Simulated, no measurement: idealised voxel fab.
Proc. module: voxel capacitor over wiring
Square cells of 5 nm make up the cross-section cut, whose width is 240 nm.
In what follows, cross-sections appear as grids of square cells, described through bands that run from the top down, where every band is one or more rows of cells.
Band entry format. Leading values: height of top, height of bottom, nm. Remainder: materials in left-to-right order, each with its width in nm. Special words: "everywhere" on a single material, which then fills the band edge to edge; "blank", empty space.
Height datum 0, below which the as-received substrate wafer is one material. Lowest band open at the bottom, running downward: "top 0, no bottom".
Graded width ("30 to 40"): value in top row of band = first number; value in bottom row = second number; row-to-row change constant.
"remained the same" -> step changed no cross-section cell.
Each empty space that has no open way to the top and spans at least 8 cells appears under "Closed cavities" as width x height at distance, the distance counted from the left edge, all in nm.
Whatever follows a step's settings on its line is a remark the simulator itself makes about that step.
overlay nm: mask offset rightward from planned place, masked step; negative means leftward offset.
Quick note on how to read the rest: it's all pairs. You get the cross-section before a process step and the one after, but the after one only goes down as far as the lowest band that changed. The step in between, with its settings, sits under the pair. Heads up, the pairs can come from different runs of this module on the same starting wafer, so don't assume a pair picks up from the one above unless its "before" entry says it does.
before:
> top 0, no bottom = Si everywhere
> Closed cavities: none
Cut View, Post-Step:
> top 15, bottom 0 = SiO2 everywhere
> Note: structure below 0 unchanged.
> Closed cavities: none
Step that separates the before view from the after view above: CONFORMAL_DEP,material SiO2,thk nm 15
before: taken from the pair above, after panel.
Cut View, Post-Step:
> top 20, bottom 15 = TiN everywhere
> Note: structure below 15 unchanged.
> Closed cavities: none
Step that separates the before view from the after view above: DIRECTIONAL_DEP,material TiN,thk nm 5
before: taken from the pair above, after panel.
Cut View, Post-Step:
> top 45, bottom 20 = Ru everywhere
> Note: structure below 20 unchanged.
> Closed cavities: none
Step that separates the before view from the after view above: DIRECTIONAL_DEP,material Ru,thk nm 25
before: taken from the pair above, after panel.
Cut View, Post-Step:
> top 60, bottom 45 = aC everywhere
> Note: structure below 45 unchanged.
> Closed cavities: none
Step that separates the before view from the after view above: DIRECTIONAL_DEP,material aC,thk nm 15
before: taken from the pair above, after panel.
Cut View, Post-Step:
> top 95, bottom 60 = 70 of blank / 20 of resist / 55 of blank / 20 of resist / 75 of blank
> Note: structure below 60 unchanged.
> Closed cavities: none
Step that separates the before view from the after view above: PATTERN,tone cover,mask id METAL_1,material resist,width nm 20,pitch nm 75,thk nm 35,overlay nm 0
before: taken from the pair above, after panel.
Cut View, Post-Step:
> top 80, bottom 60 = 70 of blank / 20 of resist / 55 of blank / 20 of resist / 75 of blank
> top 60, bottom 45 = 70 of blank / 20 of aC / 55 of blank / 20 of aC / 75 of blank
> Note: structure below 45 unchanged.
> Closed cavities: none
Step that separates the before view from the after view above: DIRECTIONAL_ETCH,etch materials aC,depth nm 15
before: taken from the pair above, after panel.
Cut View, Post-Step:
> top 60, bottom 45 = 70 of blank / 20 of aC / 55 of blank / 20 of aC / 75 of blank
> Note: structure below 45 unchanged.
> Closed cavities: none
Step that separates the before view from the after view above: STRIP,etch materials resist
before: taken from the pair above, after panel.
Cut View, Post-Step:
> top 60, bottom 45 = 70 of blank / 20 of aC / 55 of blank / 20 of aC / 75 of blank
> top 45, bottom 20 = 70 of blank / 20 of Ru / 55 of blank / 20 of Ru / 75 of blank
> Note: structure below 20 unchanged.
> Closed cavities: none
Step that separates the before view from the after view above: DIRECTIONAL_ETCH,etch materials Ru,depth nm 25
before: taken from the pair above, after panel.
Cut View, Post-Step:
> top 60, bottom 45 = 70 of blank / 20 of aC / 55 of blank / 20 of aC / 75 of blank
> top 45, bottom 20 = 70 of blank / 20 of Ru / 55 of blank / 20 of Ru / 75 of blank
> top 20, bottom 15 = 70 of blank / 20 of TiN / 55 of blank / 20 of TiN / 75 of blank
> Note: structure below 15 unchanged.
> Closed cavities: none
Step that separates the before view from the after view above: DIRECTIONAL_ETCH,etch materials TiN,depth nm 5
before: taken from the pair above, after panel.
Cut View, Post-Step:
> top 45, bottom 20 = 70 of blank / 20 of Ru / 55 of blank / 20 of Ru / 75 of blank
> Note: structure below 20 unchanged.
> Closed cavities: none
Step that separates the before view from the after view above: STRIP,etch materials aC
before: taken from the pair above, after panel.
Cut View, Post-Step:
> top 50, bottom 45 = 65 of blank / 30 of SiCN / 45 of blank / 30 of SiCN / 70 of blank
> top 45, bottom 20 = 65 of blank / 5 of SiCN / 20 of Ru / 5 of SiCN / 45 of blank / 5 of SiCN / 20 of Ru / 5 of SiCN / 70 of blank
> top 20, bottom 15 = 70 of SiCN / 20 of TiN / 55 of SiCN / 20 of TiN / 75 of SiCN
> Note: structure below 15 unchanged.
> Closed cavities: none
Step that separates the before view from the after view above: CONFORMAL_DEP,material SiCN,thk nm 5
before: taken from the pair above, after panel.
Cut View, Post-Step:
> top 55, bottom 50 = lowk everywhere
> top 50, bottom 45 = 65 of lowk / 30 of SiCN / 45 of lowk / 30 of SiCN / 70 of lowk
> top 45, bottom 20 = 65 of lowk / 5 of SiCN / 20 of Ru / 5 of SiCN / 45 of lowk / 5 of SiCN / 20 of Ru / 5 of SiCN / 70 of lowk
> Note: structure below 20 unchanged.
> Closed cavities: none
Step that separates the before view from the after view above: FILL_DEP,material lowk,thk nm 5
before: taken from the pair above, after panel.
Cut View, Post-Step:
> top 45, bottom 20 = 65 of lowk / 5 of SiCN / 20 of Ru / 5 of SiCN / 45 of lowk / 5 of SiCN / 20 of Ru / 5 of SiCN / 70 of lowk
> Note: structure below 20 unchanged.
> Closed cavities: none
Step that separates the before view from the after view above: CMP,height nm 45
before: taken from the pair above, after panel.
Cut View, Post-Step:
> top 50, bottom 45 = SiCN everywhere
> Note: structure below 45 unchanged.
> Closed cavities: none
Step that separates the before view from the after view above: CONFORMAL_DEP,material SiCN,thk nm 5
before: taken from the pair above, after panel.
Cut View, Post-Step:
> top 65, bottom 50 = SiO2 everywhere
> Note: structure below 50 unchanged.
> Closed cavities: none
Step that separates the before view from the after view above: DIRECTIONAL_DEP,material SiO2,thk nm 15
before: taken from the pair above, after panel.
Cut View, Post-Step:
> top 85, bottom 65 = 75 of resist / 15 of blank / 150 of resist
> Note: structure below 65 unchanged.
> Closed cavities: none
Step that separates the before view from the after view above: PATTERN,tone open,mask id PLUG_1,material resist,width nm 15,thk nm 20,overlay nm 0
before: taken from the pair above, after panel.
Cut View, Post-Step:
> top 85, bottom 65 = 75 of resist / 15 of blank / 150 of resist
> top 65, bottom 50 = 75 of SiO2 / 15 of blank / 150 of SiO2
> Note: structure below 50 unchanged.
> Closed cavities: none
Step that separates the before view from the after view above: DIRECTIONAL_ETCH,etch materials SiO2,depth nm 15
before: taken from the pair above, after panel.
Cut View, Post-Step:
> top 85, bottom 65 = 75 of resist / 15 of blank / 150 of resist
> top 65, bottom 50 = 75 of SiO2 / 15 of blank / 150 of SiO2
> top 50, bottom 45 = 75 of SiCN / 15 of blank / 150 of SiCN
> Note: structure below 45 unchanged.
> Closed cavities: none
Step that separates the before view from the after view above: DIRECTIONAL_ETCH,etch materials SiCN,depth nm 5
before: taken from the pair above, after panel.
Cut View, Post-Step:
> top 65, bottom 50 = 75 of SiO2 / 15 of blank / 150 of SiO2
> Note: structure below 50 unchanged.
> Closed cavities: none
Step that separates the before view from the after view above: STRIP,etch materials resist
before: taken from the pair above, after panel.
Cut View, Post-Step:
> top 70, bottom 65 = 80 of TiN / 5 of blank / 155 of TiN
> top 65, bottom 50 = 75 of SiO2 / 5 of TiN / 5 of blank / 5 of TiN / 150 of SiO2
> top 50, bottom 45 = 75 of SiCN / 15 of TiN / 150 of SiCN
> Note: structure below 45 unchanged.
> Closed cavities: none
Step that separates the before view from the after view above: CONFORMAL_DEP,material TiN,thk nm 5
before: taken from the pair above, after panel.
Cut View, Post-Step:
> top 75, bottom 70 = Ru everywhere
> top 70, bottom 65 = 80 of TiN / 5 of Ru / 155 of TiN
> top 65, bottom 50 = 75 of SiO2 / 5 of TiN / 5 of Ru / 5 of TiN / 150 of SiO2
> Note: structure below 50 unchanged.
> Closed cavities: none
Step that separates the before view from the after view above: FILL_DEP,material Ru,thk nm 5
before: taken from the pair above, after panel.
Cut View, Post-Step:
> top 65, bottom 50 = 75 of SiO2 / 5 of TiN / 5 of Ru / 5 of TiN / 150 of SiO2
> Note: structure below 50 unchanged.
> Closed cavities: none
Step that separates the before view from the after view above: CMP,height nm 65
before: taken from the pair above, after panel.
Cut View, Post-Step:
> top 75, bottom 65 = TiN everywhere
> Note: structure below 65 unchanged.
> Closed cavities: none
Step that separates the before view from the after view above: DIRECTIONAL_DEP,material TiN,thk nm 10
before: taken from the pair above, after panel.
Cut View, Post-Step:
> top 80, bottom 75 = HfO2 everywhere
> Note: structure below 75 unchanged.
> Closed cavities: none
Step that separates the before view from the after view above: DIRECTIONAL_DEP,material HfO2,thk nm 5
before: taken from the pair above, after panel.
Cut View, Post-Step:
> top 85, bottom 80 = TiN everywhere
> Note: structure below 80 unchanged.
> Closed cavities: none
Step that separates the before view from the after view above: DIRECTIONAL_DEP,material TiN,thk nm 5
before: taken from the pair above, after panel.
Cut View, Post-Step:
> top 85, bottom 80 = 75 of blank / 60 of TiN / 105 of blank
> Note: structure below 80 unchanged.
> Closed cavities: none
Step that separates the before view from the after view above: MASKED_ETCH,tone cover,mask id UPPER_PLATE,width nm 60,etch materials TiN,depth nm 5,overlay nm 0
before: taken from the pair above, after panel.
Cut View, Post-Step:
> top 85, bottom 80 = 75 of blank / 60 of TiN / 105 of blank
> top 80, bottom 75 = 75 of blank / 60 of HfO2 / 105 of blank
> Note: structure below 75 unchanged.
> Closed cavities: none
Step that separates the before view from the after view above: MASKED_ETCH,tone cover,mask id UPPER_PLATE,width nm 60,etch materials HfO2,depth nm 5,overlay nm 0
before: taken from the pair above, after panel.
Cut View, Post-Step:
> top 100, bottom 85 = 70 of blank / 70 of resist / 100 of blank
> top 85, bottom 80 = 70 of blank / 5 of resist / 60 of TiN / 5 of resist / 100 of blank
> top 80, bottom 75 = 70 of blank / 5 of resist / 60 of HfO2 / 5 of resist / 100 of blank
> Note: structure below 75 unchanged.
> Closed cavities: none
Step that separates the before view from the after view above: PATTERN,tone cover,mask id LOWER_PLATE,material resist,width nm 70,thk nm 15,overlay nm 0
before: taken from the pair above, after panel.
Cut View, Post-Step:
> top 100, bottom 85 = 70 of blank / 70 of resist / 100 of blank
> top 85, bottom 80 = 70 of blank / 5 of resist / 60 of TiN / 5 of resist / 100 of blank
> top 80, bottom 75 = 70 of blank / 5 of resist / 60 of HfO2 / 5 of resist / 100 of blank
> top 75, bottom 65 = 70 of blank / 70 of TiN / 100 of blank
> Note: structure below 65 unchanged.
> Closed cavities: none
Step that separates the before view from the after view above: DIRECTIONAL_ETCH,etch materials TiN,depth nm 10
before: taken from the pair above, after panel.
Cut View, Post-Step:
> top 85, bottom 80 = 75 of blank / 60 of TiN / 105 of blank
> top 80, bottom 75 = 75 of blank / 60 of HfO2 / 105 of blank
> Note: structure below 75 unchanged.
> Closed cavities: none
Step that separates the before view from the after view above: STRIP,etch materials resist
before: taken from the pair above, after panel.
Cut View, Post-Step:
> top 105, bottom 85 = SiO2 everywhere
> top 85, bottom 80 = 75 of SiO2 / 60 of TiN / 105 of SiO2
> top 80, bottom 75 = 75 of SiO2 / 60 of HfO2 / 105 of SiO2
> top 75, bottom 65 = 70 of SiO2 / 70 of TiN / 100 of SiO2
> Note: structure below 65 unchanged.
> Closed cavities: none
Step that separates the before view from the after view above: FILL_DEP,material SiO2,thk nm 20
before: taken from the pair above, after panel.
Cut View, Post-Step:
> top 100, bottom 85 = SiO2 everywhere
> Note: structure below 85 unchanged.
> Closed cavities: none
Step that separates the before view from the after view above: CMP,height nm 100
before: taken from the pair above, after panel.
Cut View, Post-Step:
> top 110, bottom 100 = aC everywhere
> Note: structure below 100 unchanged.
> Closed cavities: none
Step that separates the before view from the after view above: DIRECTIONAL_DEP,material aC,thk nm 10
before: taken from the pair above, after panel.
Cut View, Post-Step:
> top 140, bottom 110 = 85 of resist / 15 of blank / 140 of resist
> Note: structure below 110 unchanged.
> Closed cavities: none
Step that separates the before view from the after view above: PATTERN,tone open,mask id PLUG_2,material resist,width nm 15,thk nm 30,overlay nm 0
before: taken from the pair above, after panel.
Cut View, Post-Step:
> top 130, bottom 110 = 85 of resist / 15 of blank / 140 of resist
> top 110, bottom 100 = 85 of aC / 15 of blank / 140 of aC
> Note: structure below 100 unchanged.
> Closed cavities: none
Step that separates the before view from the after view above: DIRECTIONAL_ETCH,etch materials aC,depth nm 10
before: taken from the pair above, after panel.
Cut View, Post-Step:
> top 110, bottom 100 = 85 of aC / 15 of blank / 140 of aC
> Note: structure below 100 unchanged.
> Closed cavities: none
Step that separates the before view from the after view above: STRIP,etch materials resist
before: taken from the pair above, after panel.
Cut View, Post-Step:
> top 110, bottom 100 = 85 of aC / 15 of blank / 140 of aC
> top 100, bottom 85 = 85 of SiO2 / 15 of blank / 140 of SiO2
> Note: structure below 85 unchanged.
> Closed cavities: none
Step that separates the before view from the after view above: DIRECTIONAL_ETCH,etch materials SiO2,depth nm 15
before: taken from the pair above, after panel.
Cut View, Post-Step:
> top 100, bottom 85 = 85 of SiO2 / 15 of blank / 140 of SiO2
> Note: structure below 85 unchanged.
> Closed cavities: none
Step that separates the before view from the after view above: STRIP,etch materials aC
before: taken from the pair above, after panel.
Cut View, Post-Step:
> top 105, bottom 100 = 90 of TiN / 5 of blank / 145 of TiN
> top 100, bottom 90 = 85 of SiO2 / 5 of TiN / 5 of blank / 5 of TiN / 140 of SiO2
> top 90, bottom 80 = 85 to 75 of SiO2 / 15 to 60 of TiN / 140 to 105 of SiO2
> Note: structure below 80 unchanged.
> Closed cavities: none
Step that separates the before view from the after view above: CONFORMAL_DEP,material TiN,thk nm 5
before: taken from the pair above, after panel.
Cut View, Post-Step:
> top 110, bottom 105 = W everywhere
> top 105, bottom 100 = 90 of TiN / 5 of W / 145 of TiN
> top 100, bottom 90 = 85 of SiO2 / 5 of TiN / 5 of W / 5 of TiN / 140 of SiO2
> Note: structure below 90 unchanged.
> Closed cavities: none
Step that separates the before view from the after view above: FILL_DEP,material W,thk nm 5
before: taken from the pair above, after panel.
Cut View, Post-Step:
> top 100, bottom 90 = 85 of SiO2 / 5 of TiN / 5 of W / 5 of TiN / 140 of SiO2
> Note: structure below 90 unchanged.
> Closed cavities: none
Step that separates the before view from the after view above: CMP,height nm 100
before: taken from the pair above, after panel.
Cut View, Post-Step:
> top 105, bottom 100 = SiCN everywhere
> Note: structure below 100 unchanged.
> Closed cavities: none
Step that separates the before view from the after view above: CONFORMAL_DEP,material SiCN,thk nm 5
before:
> top 15, bottom 0 = SiO2 everywhere
> top 0, no bottom = Si everywhere
> Closed cavities: none
Cut View, Post-Step:
> top 40, bottom 15 = Ru everywhere
> Note: structure below 15 unchanged.
> Closed cavities: none
Step that separates the before view from the after view above: DIRECTIONAL_DEP,material Ru,thk nm 25
before: taken from the pair above, after panel.
Cut View, Post-Step:
> top 55, bottom 40 = aC everywhere
> Note: structure below 40 unchanged.
> Closed cavities: none
Step that separates the before view from the after view above: DIRECTIONAL_DEP,material aC,thk nm 15
before: taken from the pair above, after panel.
Cut View, Post-Step:
> top 90, bottom 55 = 70 of blank / 20 of resist / 55 of blank / 20 of resist / 75 of blank
> Note: structure below 55 unchanged.
> Closed cavities: none
Step that separates the before view from the after view above: PATTERN,tone cover,mask id METAL_1,material resist,width nm 20,pitch nm 75,thk nm 35,overlay nm 0
before: taken from the pair above, after panel.
Cut View, Post-Step:
> top 75, bottom 55 = 70 of blank / 20 of resist / 55 of blank / 20 of resist / 75 of blank
> top 55, bottom 40 = 70 of blank / 20 of aC / 55 of blank / 20 of aC / 75 of blank
> Note: structure below 40 unchanged.
> Closed cavities: none
Step that separates the before view from the after view above: DIRECTIONAL_ETCH,etch materials aC,depth nm 15
before: taken from the pair above, after panel.
Cut View, Post-Step:
> top 55, bottom 40 = 70 of blank / 20 of aC / 55 of blank / 20 of aC / 75 of blank
> Note: structure below 40 unchanged.
> Closed cavities: none
Step that separates the before view from the after view above: STRIP,etch materials resist
before: taken from the pair above, after panel.
Cut View, Post-Step:
> top 55, bottom 40 = 70 of blank / 20 of aC / 55 of blank / 20 of aC / 75 of blank
> top 40, bottom 15 = 70 of blank / 20 of Ru / 55 of blank / 20 of Ru / 75 of blank
> Note: structure below 15 unchanged.
> Closed cavities: none
Step that separates the before view from the after view above: DIRECTIONAL_ETCH,etch materials Ru,depth nm 25
before: taken from the pair above, after panel.
Cut View, Post-Step:
> top 40, bottom 15 = 70 of blank / 20 of Ru / 55 of blank / 20 of Ru / 75 of blank
> Note: structure below 15 unchanged.
> Closed cavities: none
Step that separates the before view from the after view above: STRIP,etch materials aC
before: taken from the pair above, after panel.
Cut View, Post-Step:
> top 45, bottom 40 = 65 of blank / 30 of SiCN / 45 of blank / 30 of SiCN / 70 of blank
> top 40, bottom 20 = 65 of blank / 5 of SiCN / 20 of Ru / 5 of SiCN / 45 of blank / 5 of SiCN / 20 of Ru / 5 of SiCN / 70 of blank
> top 20, bottom 15 = 70 of SiCN / 20 of Ru / 55 of SiCN / 20 of Ru / 75 of SiCN
> Note: structure below 15 unchanged.
> Closed cavities: none
Step that separates the before view from the after view above: CONFORMAL_DEP,material SiCN,thk nm 5
before: taken from the pair above, after panel.
Cut View, Post-Step:
> top 50, bottom 45 = lowk everywhere
> top 45, bottom 40 = 65 of lowk / 30 of SiCN / 45 of lowk / 30 of SiCN / 70 of lowk
> top 40, bottom 20 = 65 of lowk / 5 of SiCN / 20 of Ru / 5 of SiCN / 45 of lowk / 5 of SiCN / 20 of Ru / 5 of SiCN / 70 of lowk
> Note: structure below 20 unchanged.
> Closed cavities: none
Step that separates the before view from the after view above: FILL_DEP,material lowk,thk nm 5
before: taken from the pair above, after panel.
Cut View, Post-Step:
> top 45, bottom 40 = 65 of lowk / 30 of SiCN / 45 of lowk / 30 of SiCN / 70 of lowk
> Note: structure below 40 unchanged.
> Closed cavities: none
Step that separates the before view from the after view above: CMP,height nm 45
before: taken from the pair above, after panel.
Cut View, Post-Step:
> top 50, bottom 45 = SiCN everywhere
> Note: structure below 45 unchanged.
> Closed cavities: none
Step that separates the before view from the after view above: CONFORMAL_DEP,material SiCN,thk nm 5
before: taken from the pair above, after panel.
Cut View, Post-Step:
> top 65, bottom 50 = SiO2 everywhere
> Note: structure below 50 unchanged.
> Closed cavities: none
Step that separates the before view from the after view above: DIRECTIONAL_DEP,material SiO2,thk nm 15
before: taken from the pair above, after panel.
Cut View, Post-Step:
> top 85, bottom 65 = 75 of resist / 15 of blank / 150 of resist
> Note: structure below 65 unchanged.
> Closed cavities: none
Step that separates the before view from the after view above: PATTERN,tone open,mask id PLUG_1,material resist,width nm 15,thk nm 20,overlay nm 0
before: taken from the pair above, after panel.
Cut View, Post-Step:
> top 85, bottom 65 = 75 of resist / 15 of blank / 150 of resist
> top 65, bottom 50 = 75 of SiO2 / 15 of blank / 150 of SiO2
> Note: structure below 50 unchanged.
> Closed cavities: none
Step that separates the before view from the after view above: DIRECTIONAL_ETCH,etch materials SiO2,depth nm 15
before: taken from the pair above, after panel.
Cut View, Post-Step:
> top 85, bottom 65 = 75 of resist / 15 of blank / 150 of resist
> top 65, bottom 50 = 75 of SiO2 / 15 of blank / 150 of SiO2
> top 50, bottom 45 = 75 of SiCN / 15 of blank / 150 of SiCN
> Note: structure below 45 unchanged.
> Closed cavities: none
Step that separates the before view from the after view above: DIRECTIONAL_ETCH,etch materials SiCN,depth nm 5
before: taken from the pair above, after panel.
Cut View, Post-Step:
> top 65, bottom 50 = 75 of SiO2 / 15 of blank / 150 of SiO2
> Note: structure below 50 unchanged.
> Closed cavities: none
Step that separates the before view from the after view above: STRIP,etch materials resist
before: taken from the pair above, after panel.
Cut View, Post-Step:
> top 70, bottom 65 = 80 of TiN / 5 of blank / 155 of TiN
> top 65, bottom 50 = 75 of SiO2 / 5 of TiN / 5 of blank / 5 of TiN / 150 of SiO2
> top 50, bottom 45 = 75 of SiCN / 15 of TiN / 150 of SiCN
> Note: structure below 45 unchanged.
> Closed cavities: none
Step that separates the before view from the after view above: CONFORMAL_DEP,material TiN,thk nm 5
before: taken from the pair above, after panel.
Cut View, Post-Step:
> top 75, bottom 70 = Ru everywhere
> top 70, bottom 65 = 80 of TiN / 5 of Ru / 155 of TiN
> top 65, bottom 50 = 75 of SiO2 / 5 of TiN / 5 of Ru / 5 of TiN / 150 of SiO2
> Note: structure below 50 unchanged.
> Closed cavities: none
Step that separates the before view from the after view above: FILL_DEP,material Ru,thk nm 5
before: taken from the pair above, after panel.
Cut View, Post-Step:
> top 65, bottom 50 = 75 of SiO2 / 5 of TiN / 5 of Ru / 5 of TiN / 150 of SiO2
> Note: structure below 50 unchanged.
> Closed cavities: none
Step that separates the before view from the after view above: CMP,height nm 65
before: taken from the pair above, after panel.
Cut View, Post-Step:
> top 75, bottom 65 = TiN everywhere
> Note: structure below 65 unchanged.
> Closed cavities: none
Step that separates the before view from the after view above: DIRECTIONAL_DEP,material TiN,thk nm 10
before: taken from the pair above, after panel.
Cut View, Post-Step:
> top 80, bottom 75 = HfO2 everywhere
> Note: structure below 75 unchanged.
> Closed cavities: none
Step that separates the before view from the after view above: DIRECTIONAL_DEP,material HfO2,thk nm 5
before: taken from the pair above, after panel.
Cut View, Post-Step:
> top 85, bottom 80 = TiN everywhere
> Note: structure below 80 unchanged.
> Closed cavities: none
Step that separates the before view from the after view above: DIRECTIONAL_DEP,material TiN,thk nm 5
before: taken from the pair above, after panel.
Cut View, Post-Step:
> top 85, bottom 80 = 75 of blank / 60 of TiN / 105 of blank
> Note: structure below 80 unchanged.
> Closed cavities: none
Step that separates the before view from the after view above: MASKED_ETCH,tone cover,mask id UPPER_PLATE,width nm 60,etch materials TiN,depth nm 5,overlay nm 0
before: taken from the pair above, after panel.
Cut View, Post-Step:
> top 85, bottom 80 = 75 of blank / 60 of TiN / 105 of blank
> top 80, bottom 75 = 75 of blank / 60 of HfO2 / 105 of blank
> Note: structure below 75 unchanged.
> Closed cavities: none
Step that separates the before view from the after view above: MASKED_ETCH,tone cover,mask id UPPER_PLATE,width nm 60,etch materials HfO2,depth nm 5,overlay nm 0
before: taken from the pair above, after panel.
Cut View, Post-Step:
> top 100, bottom 85 = 70 of blank / 70 of resist / 100 of blank
> top 85, bottom 80 = 70 of blank / 5 of resist / 60 of TiN / 5 of resist / 100 of blank
> top 80, bottom 75 = 70 of blank / 5 of resist / 60 of HfO2 / 5 of resist / 100 of blank
> Note: structure below 75 unchanged.
> Closed cavities: none
Step that separates the before view from the after view above: PATTERN,tone cover,mask id LOWER_PLATE,material resist,width nm 70,thk nm 15,overlay nm 0
before: taken from the pair above, after panel.
Cut View, Post-Step:
> top 100, bottom 85 = 70 of blank / 70 of resist / 100 of blank
> top 85, bottom 80 = 70 of blank / 5 of resist / 60 of TiN / 5 of resist / 100 of blank
> top 80, bottom 75 = 70 of blank / 5 of resist / 60 of HfO2 / 5 of resist / 100 of blank
> top 75, bottom 65 = 70 of blank / 70 of TiN / 100 of blank
> Note: structure below 65 unchanged.
> Closed cavities: none
Step that separates the before view from the after view above: DIRECTIONAL_ETCH,etch materials TiN,depth nm 10
before: taken from the pair above, after panel.
Cut View, Post-Step:
> top 85, bottom 80 = 75 of blank / 60 of TiN / 105 of blank
> top 80, bottom 75 = 75 of blank / 60 of HfO2 / 105 of blank
> Note: structure below 75 unchanged.
> Closed cavities: none
Step that separates the before view from the after view above: STRIP,etch materials resist
before: taken from the pair above, after panel.
Cut View, Post-Step:
> top 105, bottom 85 = SiO2 everywhere
> top 85, bottom 80 = 75 of SiO2 / 60 of TiN / 105 of SiO2
> top 80, bottom 75 = 75 of SiO2 / 60 of HfO2 / 105 of SiO2
> top 75, bottom 65 = 70 of SiO2 / 70 of TiN / 100 of SiO2
> Note: structure below 65 unchanged.
> Closed cavities: none
Step that separates the before view from the after view above: FILL_DEP,material SiO2,thk nm 20
before: taken from the pair above, after panel.
Cut View, Post-Step:
> top 100, bottom 85 = SiO2 everywhere
> Note: structure below 85 unchanged.
> Closed cavities: none
Step that separates the before view from the after view above: CMP,height nm 100
before: taken from the pair above, after panel.
Cut View, Post-Step:
> top 110, bottom 100 = aC everywhere
> Note: structure below 100 unchanged.
> Closed cavities: none
Step that separates the before view from the after view above: DIRECTIONAL_DEP,material aC,thk nm 10
before: taken from the pair above, after panel.
Cut View, Post-Step:
> top 140, bottom 110 = 85 of resist / 15 of blank / 140 of resist
> Note: structure below 110 unchanged.
> Closed cavities: none
Step that separates the before view from the after view above: PATTERN,tone open,mask id PLUG_2,material resist,width nm 15,thk nm 30,overlay nm 0
before: taken from the pair above, after panel.
Cut View, Post-Step:
> top 130, bottom 110 = 85 of resist / 15 of blank / 140 of resist
> top 110, bottom 100 = 85 of aC / 15 of blank / 140 of aC
> Note: structure below 100 unchanged.
> Closed cavities: none
Step that separates the before view from the after view above: DIRECTIONAL_ETCH,etch materials aC,depth nm 10
before: taken from the pair above, after panel.
Cut View, Post-Step:
> top 110, bottom 100 = 85 of aC / 15 of blank / 140 of aC
> Note: structure below 100 unchanged.
> Closed cavities: none
Step that separates the before view from the after view above: STRIP,etch materials resist
before: taken from the pair above, after panel.
Cut View, Post-Step:
> top 110, bottom 100 = 85 of aC / 15 of blank / 140 of aC
> top 100, bottom 85 = 85 of SiO2 / 15 of blank / 140 of SiO2
> Note: structure below 85 unchanged.
> Closed cavities: none
Step that separates the before view from the after view above: DIRECTIONAL_ETCH,etch materials SiO2,depth nm 15
before: taken from the pair above, after panel.
Cut View, Post-Step:
> top 100, bottom 85 = 85 of SiO2 / 15 of blank / 140 of SiO2
> Note: structure below 85 unchanged.
> Closed cavities: none
Step that separates the before view from the after view above: STRIP,etch materials aC
before: taken from the pair above, after panel.
Cut View, Post-Step:
> top 105, bottom 100 = 90 of TiN / 5 of blank / 145 of TiN
> top 100, bottom 90 = 85 of SiO2 / 5 of TiN / 5 of blank / 5 of TiN / 140 of SiO2
> top 90, bottom 80 = 85 to 75 of SiO2 / 15 to 60 of TiN / 140 to 105 of SiO2
> Note: structure below 80 unchanged.
> Closed cavities: none
Step that separates the before view from the after view above: CONFORMAL_DEP,material TiN,thk nm 5
before: taken from the pair above, after panel.
Cut View, Post-Step:
> top 110, bottom 105 = W everywhere
> top 105, bottom 100 = 90 of TiN / 5 of W / 145 of TiN
> top 100, bottom 90 = 85 of SiO2 / 5 of TiN / 5 of W / 5 of TiN / 140 of SiO2
> Note: structure below 90 unchanged.
> Closed cavities: none
Step that separates the before view from the after view above: FILL_DEP,material W,thk nm 5
before: taken from the pair above, after panel.
Cut View, Post-Step:
> top 100, bottom 90 = 85 of SiO2 / 5 of TiN / 5 of W / 5 of TiN / 140 of SiO2
> Note: structure below 90 unchanged.
> Closed cavities: none
Step that separates the before view from the after view above: CMP,height nm 100
before: taken from the pair above, after panel.
Cut View, Post-Step:
> top 105, bottom 100 = SiCN everywhere
> Note: structure below 100 unchanged.
> Closed cavities: none
Step that separates the before view from the after view above: CONFORMAL_DEP,material SiCN,thk nm 5
before:
> top 15, bottom 0 = SiO2 everywhere
> top 0, no bottom = Si everywhere
> Closed cavities: none
Cut View, Post-Step:
> top 30, bottom 0 = SiO2 everywhere
> Note: structure below 0 unchanged.
> Closed cavities: none
Step that separates the before view from the after view above: CONFORMAL_DEP,material SiO2,thk nm 15
before: taken from the pair above, after panel.
Cut View, Post-Step:
> top 35, bottom 30 = TiN everywhere
> Note: structure below 30 unchanged.
> Closed cavities: none
Step that separates the before view from the after view above: DIRECTIONAL_DEP,material TiN,thk nm 5
before: taken from the pair above, after panel.
Cut View, Post-Step:
> top 60, bottom 35 = Ru everywhere
> Note: structure below 35 unchanged.
> Closed cavities: none
Step that separates the before view from the after view above: DIRECTIONAL_DEP,material Ru,thk nm 25
before: taken from the pair above, after panel.
Cut View, Post-Step:
> top 75, bottom 60 = aC everywhere
> Note: structure below 60 unchanged.
> Closed cavities: none
Step that separates the before view from the after view above: DIRECTIONAL_DEP,material aC,thk nm 15
before: taken from the pair above, after panel.
Cut View, Post-Step:
> top 110, bottom 75 = 70 of blank / 20 of resist / 55 of blank / 20 of resist / 75 of blank
> Note: structure below 75 unchanged.
> Closed cavities: none
Step that separates the before view from the after view above: PATTERN,tone cover,mask id METAL_1,material resist,width nm 20,pitch nm 75,thk nm 35,overlay nm 0
before: taken from the pair above, after panel.
Cut View, Post-Step:
> top 95, bottom 75 = 70 of blank / 20 of resist / 55 of blank / 20 of resist / 75 of blank
> top 75, bottom 60 = 70 of blank / 20 of aC / 55 of blank / 20 of aC / 75 of blank
> Note: structure below 60 unchanged.
> Closed cavities: none
Step that separates the before view from the after view above: DIRECTIONAL_ETCH,etch materials aC,depth nm 15
before: taken from the pair above, after panel.
Cut View, Post-Step:
> top 75, bottom 60 = 70 of blank / 20 of aC / 55 of blank / 20 of aC / 75 of blank
> Note: structure below 60 unchanged.
> Closed cavities: none
Step that separates the before view from the after view above: STRIP,etch materials resist
before: taken from the pair above, after panel.
Cut View, Post-Step:
> top 75, bottom 60 = 70 of blank / 20 of aC / 55 of blank / 20 of aC / 75 of blank
> top 60, bottom 35 = 70 of blank / 20 of Ru / 55 of blank / 20 of Ru / 75 of blank
> Note: structure below 35 unchanged.
> Closed cavities: none
Step that separates the before view from the after view above: DIRECTIONAL_ETCH,etch materials Ru,depth nm 25
before: taken from the pair above, after panel.
Cut View, Post-Step:
> top 75, bottom 60 = 70 of blank / 20 of aC / 55 of blank / 20 of aC / 75 of blank
> top 60, bottom 35 = 70 of blank / 20 of Ru / 55 of blank / 20 of Ru / 75 of blank
> top 35, bottom 30 = 70 of blank / 20 of TiN / 55 of blank / 20 of TiN / 75 of blank
> Note: structure below 30 unchanged.
> Closed cavities: none
Step that separates the before view from the after view above: DIRECTIONAL_ETCH,etch materials TiN,depth nm 5
before: taken from the pair above, after panel.
Cut View, Post-Step:
> top 60, bottom 35 = 70 of blank / 20 of Ru / 55 of blank / 20 of Ru / 75 of blank
> Note: structure below 35 unchanged.
> Closed cavities: none
Step that separates the before view from the after view above: STRIP,etch materials aC
